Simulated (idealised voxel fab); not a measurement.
Process module, titled voxel transistor to metal
Square cells of 5 nm make up the cross-section cut, whose width is 270 nm.
Format of a cross-section: grid, square cells. Given as bands. Order: top down. Band: one or more rows of cells.
Top height, bottom height, nm. Materials left to right, width each, nm. Single material + "all across" = fills band edge to edge. "empty" = empty.
For the purposes of this specification, 0 denotes the height below which the wafer in its as-received condition is composed wholly of one material, and the lowermost band, lacking a lower limit, extends downward without end, as expressed in "0 and below".
The width entry "30->40" should be interpreted row by row: the top row of cells in the band takes the first number, the bottom row takes the second number, and the change between adjacent rows is uniform throughout.
For the purposes of this document, the phrase "remained the same" attached to a step denotes that no cell within the cross-section was modified by that step.
Listed in "Enclosed voids": every empty space of 8 or more cells without an open way to the top. Form: width x height at distance, the distance being from the left edge, all in nm.
It should be noted that, on the line of a given step, the content following the step's settings is a remark produced by the simulator itself with respect to that step.
If you see "overlay nm" on a step's line and that step has a mask, it's telling you how far right of where it was planned the mask ended up; a negative number means it went left instead.
Quick note on how to read the rest: it's all pairs. You get the cross-section before a process step and the one after, but the after one only goes down as far as the lowest band that changed. The step in between, with its settings, sits under the pair. Heads up, the pairs can come from different runs of this module on the same starting wafer, so don't assume a pair picks up from the one above unless its "Incoming structure" entry says it does.

INCOMING STRUCTURE
- 50 down to 35: Ru all across
- 35 down to 30: TiN all across
- 30 down to 20: SiO2 30 nm  TiN 5 nm  Ru 5 nm  TiN 5 nm  SiO2 55 nm  TiN 5 nm  Ru 5 nm  TiN 5 nm  SiO2 40 nm  TiN 5 nm  Ru 5 nm  TiN 5 nm  SiO2 55 nm  TiN 5 nm  Ru 5 nm  TiN 5 nm  SiO2 30 nm
- 20 down to 10: SiO2 30 nm  TiN 5 nm  Ru 5 nm  TiN 5 nm  SiO2 10 nm  SiN 5 nm  HfO2 5 nm  TiN 5 nm  W 5 nm  TiN 5 nm  HfO2 5 nm  SiN 5 nm  SiO2 10 nm  TiN 5 nm  Ru 5 nm  TiN 5 nm  SiO2 40 nm  TiN 5 nm  Ru 5 nm  TiN 5 nm  SiO2 10 nm  SiN 5 nm  HfO2 5 nm  TiN 5 nm  W 5 nm  TiN 5 nm  HfO2 5 nm  SiN 5 nm  SiO2 10 nm  TiN 5 nm  Ru 5 nm  TiN 5 nm  SiO2 30 nm
- 10 down to 5: SiO2 15 nm  SiN 5 nm  SiO2 10 nm  TiN 5 nm  Ru 5 nm  TiN 5 nm  SiO2 10 nm  SiN 5 nm  HfO2 5 nm  TiN 5 nm  W 5 nm  TiN 5 nm  HfO2 5 nm  SiN 5 nm  SiO2 10 nm  TiN 5 nm  Ru 5 nm  TiN 5 nm  SiO2 10 nm  SiN 5 nm  SiO2 10 nm  SiN 5 nm  SiO2 10 nm  TiN 5 nm  Ru 5 nm  TiN 5 nm  SiO2 10 nm  SiN 5 nm  HfO2 5 nm  TiN 5 nm  W 5 nm  TiN 5 nm  HfO2 5 nm  SiN 5 nm  SiO2 10 nm  TiN 5 nm  Ru 5 nm  TiN 5 nm  SiO2 10 nm  SiN 5 nm  SiO2 15 nm
- 5 down to 0: SiO2 15 nm  SiN 5 nm  SiO2 10 nm  TiN 5 nm  Ru 5 nm  TiN 5 nm  nSi 10 nm  SiN 5 nm  HfO2 5 nm  TiN 15 nm  HfO2 5 nm  SiN 5 nm  nSi 10 nm  TiN 5 nm  Ru 5 nm  TiN 5 nm  SiO2 10 nm  SiN 5 nm  SiO2 10 nm  SiN 5 nm  SiO2 10 nm  TiN 5 nm  Ru 5 nm  TiN 5 nm  nSi 10 nm  SiN 5 nm  HfO2 5 nm  TiN 15 nm  HfO2 5 nm  SiN 5 nm  nSi 10 nm  TiN 5 nm  Ru 5 nm  TiN 5 nm  SiO2 10 nm  SiN 5 nm  SiO2 15 nm
- 0 down to -5: SiO2 30 nm  TiN 15 nm  nSi 10 nm  HfO2 35 nm  nSi 10 nm  TiN 15 nm  SiO2 40 nm  TiN 15 nm  nSi 10 nm  HfO2 35 nm  nSi 10 nm  TiN 15 nm  SiO2 30 nm
- -5 down to -15: SiO2 20 nm  nSi 35 nm  Si 35 nm  nSi 35 nm  SiO2 20 nm  nSi 35 nm  Si 35 nm  nSi 35 nm  SiO2 20 nm
- -15 down to -20: SiO2 20 nm  Si 105 nm  SiO2 20 nm  Si 105 nm  SiO2 20 nm
- -20 and below: Si all across
- Enclosed voids: none

POST-PROCESS SECTION
- 50 down to 35: empty 35 nm  Ru 15 nm  empty 55 nm  Ru 15 nm  empty 40 nm  Ru 15 nm  empty 55 nm  Ru 15 nm  empty 25 nm
- below 35: unchanged
- Enclosed voids: none
Going from the before section above to the after section, the step was MASKED_ETCH, tone cover, mask id METAL_1, width nm 15, etch materials Ru, depth nm 15, overlay nm 5

Incoming structure: For the state before this step, see the after cross-section of the pair located directly above.

POST-PROCESS SECTION
- 50 down to 35: empty 35 nm  Ru 15 nm  empty 55 nm  Ru 15 nm  empty 40 nm  Ru 15 nm  empty 55 nm  Ru 15 nm  empty 25 nm
- 35 down to 30: empty 30 nm  TiN 20 nm  empty 50 nm  TiN 20 nm  empty 35 nm  TiN 20 nm  empty 50 nm  TiN 20 nm  empty 25 nm
- below 30: unchanged
- Enclosed voids: none
Going from the before section above to the after section, the step was MASKED_ETCH, tone cover, mask id METAL_1, width nm 15, etch materials TiN, depth nm 5, overlay nm 0

Incoming structure: For the state before this step, see the after cross-section of the pair located directly above.

POST-PROCESS SECTION
- 55 down to 50: empty 30 nm  SiCN 25 nm  empty 45 nm  SiCN 25 nm  empty 30 nm  SiCN 25 nm  empty 45 nm  SiCN 25 nm  empty 20 nm
- 50 down to 40: empty 30 nm  SiCN 5 nm  Ru 15 nm  SiCN 5 nm  empty 45 nm  SiCN 5 nm  Ru 15 nm  SiCN 5 nm  empty 30 nm  SiCN 5 nm  Ru 15 nm  SiCN 5 nm  empty 45 nm  SiCN 5 nm  Ru 15 nm  SiCN 5 nm  empty 20 nm
- 40 down to 35: empty 25 nm  SiCN 10 nm  Ru 15 nm  SiCN 5 nm  empty 40 nm  SiCN 10 nm  Ru 15 nm  SiCN 5 nm  empty 25 nm  SiCN 10 nm  Ru 15 nm  SiCN 5 nm  empty 40 nm  SiCN 10 nm  Ru 15 nm  SiCN 5 nm  empty 20 nm
- 35 down to 30: SiCN 30 nm  TiN 20 nm  SiCN 50 nm  TiN 20 nm  SiCN 35 nm  TiN 20 nm  SiCN 50 nm  TiN 20 nm  SiCN 25 nm
- below 30: unchanged
- Enclosed voids: none
Going from the before section above to the after section, the step was CONFORMAL_DEP, material SiCN, thk nm 5

Incoming structure: For the state before this step, see the after cross-section of the pair located directly above.

POST-PROCESS SECTION
- 60 down to 55: lowk all across
- 55 down to 50: lowk 30 nm  SiCN 25 nm  lowk 45 nm  SiCN 25 nm  lowk 30 nm  SiCN 25 nm  lowk 45 nm  SiCN 25 nm  lowk 20 nm
- 50 down to 40: lowk 30 nm  SiCN 5 nm  Ru 15 nm  SiCN 5 nm  lowk 45 nm  SiCN 5 nm  Ru 15 nm  SiCN 5 nm  lowk 30 nm  SiCN 5 nm  Ru 15 nm  SiCN 5 nm  lowk 45 nm  SiCN 5 nm  Ru 15 nm  SiCN 5 nm  lowk 20 nm
- 40 down to 35: lowk 25 nm  SiCN 10 nm  Ru 15 nm  SiCN 5 nm  lowk 40 nm  SiCN 10 nm  Ru 15 nm  SiCN 5 nm  lowk 25 nm  SiCN 10 nm  Ru 15 nm  SiCN 5 nm  lowk 40 nm  SiCN 10 nm  Ru 15 nm  SiCN 5 nm  lowk 20 nm
- below 35: unchanged
- Enclosed voids: none
Going from the before section above to the after section, the step was FILL_DEP, material lowk, thk nm 5

Incoming structure: For the state before this step, see the after cross-section of the pair located directly above.

POST-PROCESS SECTION
- 50 down to 40: lowk 30 nm  SiCN 5 nm  Ru 15 nm  SiCN 5 nm  lowk 45 nm  SiCN 5 nm  Ru 15 nm  SiCN 5 nm  lowk 30 nm  SiCN 5 nm  Ru 15 nm  SiCN 5 nm  lowk 45 nm  SiCN 5 nm  Ru 15 nm  SiCN 5 nm  lowk 20 nm
- below 40: unchanged
- Enclosed voids: none
Going from the before section above to the after section, the step was CMP, height nm 50

Incoming structure: For the state before this step, see the after cross-section of the pair located directly above.

POST-PROCESS SECTION
- 55 down to 50: SiCN all across
- below 50: unchanged
- Enclosed voids: none
Going from the before section above to the after section, the step was CONFORMAL_DEP, material SiCN, thk nm 5

INCOMING STRUCTURE
- 10 down to 0: SiO2 15 nm  empty 115 nm  SiO2 10 nm  empty 115 nm  SiO2 15 nm
- 0 down to -5: SiO2 all across
- -5 down to -20: SiO2 20 nm  Si 105 nm  SiO2 20 nm  Si 105 nm  SiO2 20 nm
- -20 and below: Si all across
- Enclosed voids: none

POST-PROCESS SECTION
- 35 down to 25: SiO2 15 nm  empty 115 nm  SiO2 10 nm  empty 115 nm  SiO2 15 nm
- 25 down to -5: SiO2 all across
- below -5: unchanged
- Enclosed voids: none
Going from the before section above to the after section, the step was DIRECTIONAL_DEP, material SiO2, thk nm 25

Incoming structure: For the state before this step, see the after cross-section of the pair located directly above.

POST-PROCESS SECTION
- 50 down to 40: SiCN 15 nm  empty 115 nm  SiCN 10 nm  empty 115 nm  SiCN 15 nm
- 40 down to 35: SiCN all across
- 35 down to 25: SiO2 15 nm  SiCN 115 nm  SiO2 10 nm  SiCN 115 nm  SiO2 15 nm
- below 25: unchanged
- Enclosed voids: none
Going from the before section above to the after section, the step was DIRECTIONAL_DEP, material SiCN, thk nm 15

Incoming structure: For the state before this step, see the after cross-section of the pair located directly above.

POST-PROCESS SECTION
- 40 down to 35: empty 60 nm  SiCN 25 nm  empty 100 nm  SiCN 25 nm  empty 60 nm
- 35 down to 25: SiO2 15 nm  empty 45 nm  SiCN 25 nm  empty 45 nm  SiO2 10 nm  empty 45 nm  SiCN 25 nm  empty 45 nm  SiO2 15 nm
- below 25: unchanged
- Enclosed voids: none
Going from the before section above to the after section, the step was MASKED_ETCH, tone cover, mask id GATE, width nm 25, pitch nm 125, etch materials SiCN, depth nm 25, overlay nm 0

Incoming structure: For the state before this step, see the after cross-section of the pair located directly above.

POST-PROCESS SECTION
- 45 down to 40: empty 55 nm  SiN 35 nm  empty 90 nm  SiN 35 nm  empty 55 nm
- 40 down to 35: SiN 20 nm  empty 35 nm  SiN 5 nm  SiCN 25 nm  SiN 5 nm  empty 35 nm  SiN 20 nm  empty 35 nm  SiN 5 nm  SiCN 25 nm  SiN 5 nm  empty 35 nm  SiN 20 nm
- 35 down to 30: SiO2 15 nm  SiN 5 nm  empty 35 nm  SiN 5 nm  SiCN 25 nm  SiN 5 nm  empty 35 nm  SiN 5 nm  SiO2 10 nm  SiN 5 nm  empty 35 nm  SiN 5 nm  SiCN 25 nm  SiN 5 nm  empty 35 nm  SiN 5 nm  SiO2 15 nm
- 30 down to 25: SiO2 15 nm  SiN 45 nm  SiCN 25 nm  SiN 45 nm  SiO2 10 nm  SiN 45 nm  SiCN 25 nm  SiN 45 nm  SiO2 15 nm
- below 25: unchanged
- Enclosed voids: none
Going from the before section above to the after section, the step was CONFORMAL_DEP, material SiN, thk nm 5

Incoming structure: For the state before this step, see the after cross-section of the pair located directly above.

POST-PROCESS SECTION
- 40 down to 35: empty 55 nm  SiN 5 nm  SiCN 25 nm  SiN 5 nm  empty 90 nm  SiN 5 nm  SiCN 25 nm  SiN 5 nm  empty 55 nm
- 35 down to 25: SiO2 15 nm  SiN 5 nm  empty 35 nm  SiN 5 nm  SiCN 25 nm  SiN 5 nm  empty 35 nm  SiN 5 nm  SiO2 10 nm  SiN 5 nm  empty 35 nm  SiN 5 nm  SiCN 25 nm  SiN 5 nm  empty 35 nm  SiN 5 nm  SiO2 15 nm
- below 25: unchanged
- Enclosed voids: none
Going from the before section above to the after section, the step was DIRECTIONAL_ETCH, etch materials SiN, depth nm 5

Incoming structure: For the state before this step, see the after cross-section of the pair located directly above.

POST-PROCESS SECTION
- 40 down to 35: empty 55 nm  SiN 5 nm  SiCN 25 nm  SiN 5 nm  empty 90 nm  SiN 5 nm  SiCN 25 nm  SiN 5 nm  empty 55 nm
- 35 down to 30: empty 15 nm  SiN 5 nm  empty 35 nm  SiN 5 nm  SiCN 25 nm  SiN 5 nm  empty 35 nm  SiN 5 nm  empty 10 nm  SiN 5 nm  empty 35 nm  SiN 5 nm  SiCN 25 nm  SiN 5 nm  empty 35 nm  SiN 5 nm  empty 15 nm
- 30 down to 25: SiO2 15 nm  SiN 5 nm  empty 35 nm  SiN 5 nm  SiCN 25 nm  SiN 5 nm  empty 35 nm  SiN 5 nm  SiO2 10 nm  SiN 5 nm  empty 35 nm  SiN 5 nm  SiCN 25 nm  SiN 5 nm  empty 35 nm  SiN 5 nm  SiO2 15 nm
- 25 down to 20: SiO2 20 nm  empty 35 nm  SiO2 35 nm  empty 35 nm  SiO2 20 nm  empty 35 nm  SiO2 35 nm  empty 35 nm  SiO2 20 nm
- below 20: unchanged
- Enclosed voids: none
Going from the before section above to the after section, the step was DIRECTIONAL_ETCH, etch materials SiO2, depth nm 5

Incoming structure: For the state before this step, see the after cross-section of the pair located directly above.

POST-PROCESS SECTION
- 45 down to 40: SiO2 all across
- 40 down to 35: SiO2 55 nm  SiN 5 nm  SiCN 25 nm  SiN 5 nm  SiO2 90 nm  SiN 5 nm  SiCN 25 nm  SiN 5 nm  SiO2 55 nm
- 35 down to 25: SiO2 15 nm  SiN 5 nm  SiO2 35 nm  SiN 5 nm  SiCN 25 nm  SiN 5 nm  SiO2 35 nm  SiN 5 nm  SiO2 10 nm  SiN 5 nm  SiO2 35 nm  SiN 5 nm  SiCN 25 nm  SiN 5 nm  SiO2 35 nm  SiN 5 nm  SiO2 15 nm
- 25 down to -5: SiO2 all across
- below -5: unchanged
- Enclosed voids: none
Going from the before section above to the after section, the step was FILL_DEP, material SiO2, thk nm 5

Incoming structure: For the state before this step, see the after cross-section of the pair located directly above.

POST-PROCESS SECTION
- 25 down to -5: SiO2 all across
- below -5: unchanged
- Enclosed voids: none
Going from the before section above to the after section, the step was CMP, height nm 25

Incoming structure: For the state before this step, see the after cross-section of the pair located directly above.

POST-PROCESS SECTION
- 20 down to -5: SiO2 all across
- below -5: unchanged
- Enclosed voids: none
Going from the before section above to the after section, the step was SELECTIVE_ETCH, etch materials SiO2, depth nm 5

Incoming structure: For the state before this step, see the after cross-section of the pair located directly above.

POST-PROCESS SECTION
- 25 down to 20: HfO2 all across
- below 20: unchanged
- Enclosed voids: none
Going from the before section above to the after section, the step was CONFORMAL_DEP, material HfO2, thk nm 5

Incoming structure: For the state before this step, see the after cross-section of the pair located directly above.

POST-PROCESS SECTION
- 30 down to 25: TiN all across
- below 25: unchanged
- Enclosed voids: none
Going from the before section above to the after section, the step was CONFORMAL_DEP, material TiN, thk nm 5

Incoming structure: For the state before this step, see the after cross-section of the pair located directly above.

POST-PROCESS SECTION
- 35 down to 30: W all across
- below 30: unchanged
- Enclosed voids: none
Going from the before section above to the after section, the step was FILL_DEP, material W, thk nm 5

Incoming structure: For the state before this step, see the after cross-section of the pair located directly above.

POST-PROCESS SECTION
- 20 down to -5: SiO2 all across
- below -5: unchanged
- Enclosed voids: none
Going from the before section above to the after section, the step was CMP, height nm 20

Incoming structure: For the state before this step, see the after cross-section of the pair located directly above.

POST-PROCESS SECTION
- 30 down to -5: SiO2 all across
- below -5: unchanged
- Enclosed voids: none
Going from the before section above to the after section, the step was DIRECTIONAL_DEP, material SiO2, thk nm 10

Incoming structure: For the state before this step, see the after cross-section of the pair located directly above.

POST-PROCESS SECTION
- 50 down to 30: resist 30 nm  empty 15 nm  resist 55 nm  empty 15 nm  resist 40 nm  empty 15 nm  resist 55 nm  empty 15 nm  resist 30 nm
- below 30: unchanged
- Enclosed voids: none
Going from the before section above to the after section, the step was PATTERN, tone open, mask id CONTACT, material resist, width nm 15, thk nm 20, overlay nm 0

Incoming structure: For the state before this step, see the after cross-section of the pair located directly above.

POST-PROCESS SECTION
- 50 down to 30: resist 30 nm  empty 15 nm  resist 55 nm  empty 15 nm  resist 40 nm  empty 15 nm  resist 55 nm  empty 15 nm  resist 30 nm
- 30 down to -5: SiO2 30 nm  empty 15 nm  SiO2 55 nm  empty 15 nm  SiO2 40 nm  empty 15 nm  SiO2 55 nm  empty 15 nm  SiO2 30 nm
- below -5: unchanged
- Enclosed voids: none
Going from the before section above to the after section, the step was DIRECTIONAL_ETCH, etch materials SiO2, depth nm 35

Incoming structure: For the state before this step, see the after cross-section of the pair located directly above.

POST-PROCESS SECTION
- 30 down to -5: SiO2 30 nm  empty 15 nm  SiO2 55 nm  empty 15 nm  SiO2 40 nm  empty 15 nm  SiO2 55 nm  empty 15 nm  SiO2 30 nm
- below -5: unchanged
- Enclosed voids: none
Going from the before section above to the after section, the step was STRIP, etch materials resist

Incoming structure: For the state before this step, see the after cross-section of the pair located directly above.

POST-PROCESS SECTION
- 35 down to 30: TiN 35 nm  empty 5 nm  TiN 65 nm  empty 5 nm  TiN 50 nm  empty 5 nm  TiN 65 nm  empty 5 nm  TiN 35 nm
- 30 down to 0: SiO2 30 nm  TiN 5 nm  empty 5 nm  TiN 5 nm  SiO2 55 nm  TiN 5 nm  empty 5 nm  TiN 5 nm  SiO2 40 nm  TiN 5 nm  empty 5 nm  TiN 5 nm  SiO2 55 nm  TiN 5 nm  empty 5 nm  TiN 5 nm  SiO2 30 nm
- 0 down to -5: SiO2 30 nm  TiN 15 nm  SiO2 55 nm  TiN 15 nm  SiO2 40 nm  TiN 15 nm  SiO2 55 nm  TiN 15 nm  SiO2 30 nm
- below -5: unchanged
- Enclosed voids: none
Going from the before section above to the after section, the step was CONFORMAL_DEP, material TiN, thk nm 5

Incoming structure: For the state before this step, see the after cross-section of the pair located directly above.

POST-PROCESS SECTION
- 45 down to 35: Ru all across
- 35 down to 30: TiN 35 nm  Ru 5 nm  TiN 65 nm  Ru 5 nm  TiN 50 nm  Ru 5 nm  TiN 65 nm  Ru 5 nm  TiN 35 nm
- 30 down to 0: SiO2 30 nm  TiN 5 nm  Ru 5 nm  TiN 5 nm  SiO2 55 nm  TiN 5 nm  Ru 5 nm  TiN 5 nm  SiO2 40 nm  TiN 5 nm  Ru 5 nm  TiN 5 nm  SiO2 55 nm  TiN 5 nm  Ru 5 nm  TiN 5 nm  SiO2 30 nm
- below 0: unchanged
- Enclosed voids: none
Going from the before section above to the after section, the step was FILL_DEP, material Ru, thk nm 10

Incoming structure: For the state before this step, see the after cross-section of the pair located directly above.

POST-PROCESS SECTION
- 30 down to 0: SiO2 30 nm  TiN 5 nm  Ru 5 nm  TiN 5 nm  SiO2 55 nm  TiN 5 nm  Ru 5 nm  TiN 5 nm  SiO2 40 nm  TiN 5 nm  Ru 5 nm  TiN 5 nm  SiO2 55 nm  TiN 5 nm  Ru 5 nm  TiN 5 nm  SiO2 30 nm
- below 0: unchanged
- Enclosed voids: none
Going from the before section above to the after section, the step was CMP, height nm 30

Incoming structure: For the state before this step, see the after cross-section of the pair located directly above.

POST-PROCESS SECTION
- 35 down to 30: TiN all across
- below 30: unchanged
- Enclosed voids: none
Going from the before section above to the after section, the step was DIRECTIONAL_DEP, material TiN, thk nm 5

Incoming structure: For the state before this step, see the after cross-section of the pair located directly above.

POST-PROCESS SECTION
- 50 down to 35: Ru all across
- below 35: unchanged
- Enclosed voids: none
Going from the before section above to the after section, the step was DIRECTIONAL_DEP, material Ru, thk nm 15

Incoming structure: For the state before this step, see the after cross-section of the pair located directly above.

POST-PROCESS SECTION
- 50 down to 35: empty 30 nm  Ru 15 nm  empty 55 nm  Ru 15 nm  empty 40 nm  Ru 15 nm  empty 55 nm  Ru 15 nm  empty 30 nm
- below 35: unchanged
- Enclosed voids: none
Going from the before section above to the after section, the step was MASKED_ETCH, tone cover, mask id METAL_1, width nm 15, etch materials Ru, depth nm 15, overlay nm 0

Incoming structure: For the state before this step, see the after cross-section of the pair located directly above.

POST-PROCESS SECTION
- 50 down to 35: empty 30 nm  Ru 15 nm  empty 55 nm  Ru 15 nm  empty 40 nm  Ru 15 nm  empty 55 nm  Ru 15 nm  empty 30 nm
- 35 down to 30: empty 30 nm  TiN 15 nm  empty 55 nm  TiN 15 nm  empty 40 nm  TiN 15 nm  empty 55 nm  TiN 15 nm  empty 30 nm
- below 30: unchanged
- Enclosed voids: none
Going from the before section above to the after section, the step was MASKED_ETCH, tone cover, mask id METAL_1, width nm 15, etch materials TiN, depth nm 5, overlay nm 0

Incoming structure: For the state before this step, see the after cross-section of the pair located directly above.

POST-PROCESS SECTION
- 55 down to 50: empty 25 nm  SiCN 25 nm  empty 45 nm  SiCN 25 nm  empty 30 nm  SiCN 25 nm  empty 45 nm  SiCN 25 nm  empty 25 nm
- 50 down to 35: empty 25 nm  SiCN 5 nm  Ru 15 nm  SiCN 5 nm  empty 45 nm  SiCN 5 nm  Ru 15 nm  SiCN 5 nm  empty 30 nm  SiCN 5 nm  Ru 15 nm  SiCN 5 nm  empty 45 nm  SiCN 5 nm  Ru 15 nm  SiCN 5 nm  empty 25 nm
- 35 down to 30: SiCN 30 nm  TiN 15 nm  SiCN 55 nm  TiN 15 nm  SiCN 40 nm  TiN 15 nm  SiCN 55 nm  TiN 15 nm  SiCN 30 nm
- below 30: unchanged
- Enclosed voids: none
Going from the before section above to the after section, the step was CONFORMAL_DEP, material SiCN, thk nm 5

Incoming structure: For the state before this step, see the after cross-section of the pair located directly above.

POST-PROCESS SECTION
- 60 down to 55: lowk all across
- 55 down to 50: lowk 25 nm  SiCN 25 nm  lowk 45 nm  SiCN 25 nm  lowk 30 nm  SiCN 25 nm  lowk 45 nm  SiCN 25 nm  lowk 25 nm
- 50 down to 35: lowk 25 nm  SiCN 5 nm  Ru 15 nm  SiCN 5 nm  lowk 45 nm  SiCN 5 nm  Ru 15 nm  SiCN 5 nm  lowk 30 nm  SiCN 5 nm  Ru 15 nm  SiCN 5 nm  lowk 45 nm  SiCN 5 nm  Ru 15 nm  SiCN 5 nm  lowk 25 nm
- below 35: unchanged
- Enclosed voids: none
Going from the before section above to the after section, the step was FILL_DEP, material lowk, thk nm 5

Incoming structure: For the state before this step, see the after cross-section of the pair located directly above.

POST-PROCESS SECTION
- 50 down to 35: lowk 25 nm  SiCN 5 nm  Ru 15 nm  SiCN 5 nm  lowk 45 nm  SiCN 5 nm  Ru 15 nm  SiCN 5 nm  lowk 30 nm  SiCN 5 nm  Ru 15 nm  SiCN 5 nm  lowk 45 nm  SiCN 5 nm  Ru 15 nm  SiCN 5 nm  lowk 25 nm
- below 35: unchanged
- Enclosed voids: none
Going from the before section above to the after section, the step was CMP, height nm 50

Incoming structure: For the state before this step, see the after cross-section of the pair located directly above.

POST-PROCESS SECTION
- 55 down to 50: SiCN all across
- below 50: unchanged
- Enclosed voids: none
Going from the before section above to the after section, the step was CONFORMAL_DEP, material SiCN, thk nm 5

INCOMING STRUCTURE
- 30 down to 20: SiO2 all across
- 20 down to 10: SiO2 55 nm  SiN 5 nm  HfO2 5 nm  TiN 5 nm  W 5 nm  TiN 5 nm  HfO2 5 nm  SiN 5 nm  SiO2 90 nm  SiN 5 nm  HfO2 5 nm  TiN 5 nm  W 5 nm  TiN 5 nm  HfO2 5 nm  SiN 5 nm  SiO2 55 nm
- 10 down to 5: SiO2 15 nm  SiN 5 nm  SiO2 35 nm  SiN 5 nm  HfO2 5 nm  TiN 5 nm  W 5 nm  TiN 5 nm  HfO2 5 nm  SiN 5 nm  SiO2 35 nm  SiN 5 nm  SiO2 10 nm  SiN 5 nm  SiO2 35 nm  SiN 5 nm  HfO2 5 nm  TiN 5 nm  W 5 nm  TiN 5 nm  HfO2 5 nm  SiN 5 nm  SiO2 35 nm  SiN 5 nm  SiO2 15 nm
- 5 down to 0: SiO2 15 nm  SiN 5 nm  SiO2 25 nm  nSi 10 nm  SiN 5 nm  HfO2 5 nm  TiN 15 nm  HfO2 5 nm  SiN 5 nm  nSi 10 nm  SiO2 25 nm  SiN 5 nm  SiO2 10 nm  SiN 5 nm  SiO2 25 nm  nSi 10 nm  SiN 5 nm  HfO2 5 nm  TiN 15 nm  HfO2 5 nm  SiN 5 nm  nSi 10 nm  SiO2 25 nm  SiN 5 nm  SiO2 15 nm
- 0 down to -5: SiO2 45 nm  nSi 10 nm  HfO2 35 nm  nSi 10 nm  SiO2 70 nm  nSi 10 nm  HfO2 35 nm  nSi 10 nm  SiO2 45 nm
- -5 down to -15: SiO2 20 nm  nSi 35 nm  Si 35 nm  nSi 35 nm  SiO2 20 nm  nSi 35 nm  Si 35 nm  nSi 35 nm  SiO2 20 nm
- -15 down to -20: SiO2 20 nm  Si 105 nm  SiO2 20 nm  Si 105 nm  SiO2 20 nm
- -20 and below: Si all across
- Enclosed voids: none

POST-PROCESS SECTION
- 50 down to 30: empty 30 nm  resist 15 nm  empty 55 nm  resist 15 nm  empty 40 nm  resist 15 nm  empty 55 nm  resist 15 nm  empty 30 nm
- below 30: unchanged
- Enclosed voids: none
Going from the before section above to the after section, the step was PATTERN, tone cover, mask id CONTACT, material resist, width nm 15, thk nm 20, overlay nm 0

Incoming structure: For the state before this step, see the after cross-section of the pair located directly above.

POST-PROCESS SECTION
- 50 down to 30: empty 30 nm  resist 15 nm  empty 55 nm  resist 15 nm  empty 40 nm  resist 15 nm  empty 55 nm  resist 15 nm  empty 30 nm
- 30 down to 20: empty 30 nm  SiO2 15 nm  empty 55 nm  SiO2 15 nm  empty 40 nm  SiO2 15 nm  empty 55 nm  SiO2 15 nm  empty 30 nm
- 20 down to 10: empty 30 nm  SiO2 15 nm  empty 10 nm  SiN 5 nm  HfO2 5 nm  TiN 5 nm  W 5 nm  TiN 5 nm  HfO2 5 nm  SiN 5 nm  empty 10 nm  SiO2 15 nm  empty 40 nm  SiO2 15 nm  empty 10 nm  SiN 5 nm  HfO2 5 nm  TiN 5 nm  W 5 nm  TiN 5 nm  HfO2 5 nm  SiN 5 nm  empty 10 nm  SiO2 15 nm  empty 30 nm
- 10 down to 5: empty 15 nm  SiN 5 nm  empty 10 nm  SiO2 15 nm  empty 10 nm  SiN 5 nm  HfO2 5 nm  TiN 5 nm  W 5 nm  TiN 5 nm  HfO2 5 nm  SiN 5 nm  empty 10 nm  SiO2 15 nm  empty 10 nm  SiN 5 nm  empty 10 nm  SiN 5 nm  empty 10 nm  SiO2 15 nm  empty 10 nm  SiN 5 nm  HfO2 5 nm  TiN 5 nm  W 5 nm  TiN 5 nm  HfO2 5 nm  SiN 5 nm  empty 10 nm  SiO2 15 nm  empty 10 nm  SiN 5 nm  empty 15 nm
- 5 down to 0: empty 15 nm  SiN 5 nm  empty 10 nm  SiO2 15 nm  nSi 10 nm  SiN 5 nm  HfO2 5 nm  TiN 15 nm  HfO2 5 nm  SiN 5 nm  nSi 10 nm  SiO2 15 nm  empty 10 nm  SiN 5 nm  empty 10 nm  SiN 5 nm  empty 10 nm  SiO2 15 nm  nSi 10 nm  SiN 5 nm  HfO2 5 nm  TiN 15 nm  HfO2 5 nm  SiN 5 nm  nSi 10 nm  SiO2 15 nm  empty 10 nm  SiN 5 nm  empty 15 nm
- 0 down to -5: empty 15 nm  SiO2 5 nm  empty 10 nm  SiO2 15 nm  nSi 10 nm  HfO2 35 nm  nSi 10 nm  SiO2 15 nm  empty 10 nm  SiO2 5 nm  empty 10 nm  SiO2 5 nm  empty 10 nm  SiO2 15 nm  nSi 10 nm  HfO2 35 nm  nSi 10 nm  SiO2 15 nm  empty 10 nm  SiO2 5 nm  empty 15 nm
- below -5: unchanged
- Enclosed voids: none
Going from the before section above to the after section, the step was DIRECTIONAL_ETCH, etch materials SiO2, depth nm 35

Incoming structure: For the state before this step, see the after cross-section of the pair located directly above.

POST-PROCESS SECTION
- 30 down to 20: empty 30 nm  SiO2 15 nm  empty 55 nm  SiO2 15 nm  empty 40 nm  SiO2 15 nm  empty 55 nm  SiO2 15 nm  empty 30 nm
- below 20: unchanged
- Enclosed voids: none
Going from the before section above to the after section, the step was STRIP, etch materials resist
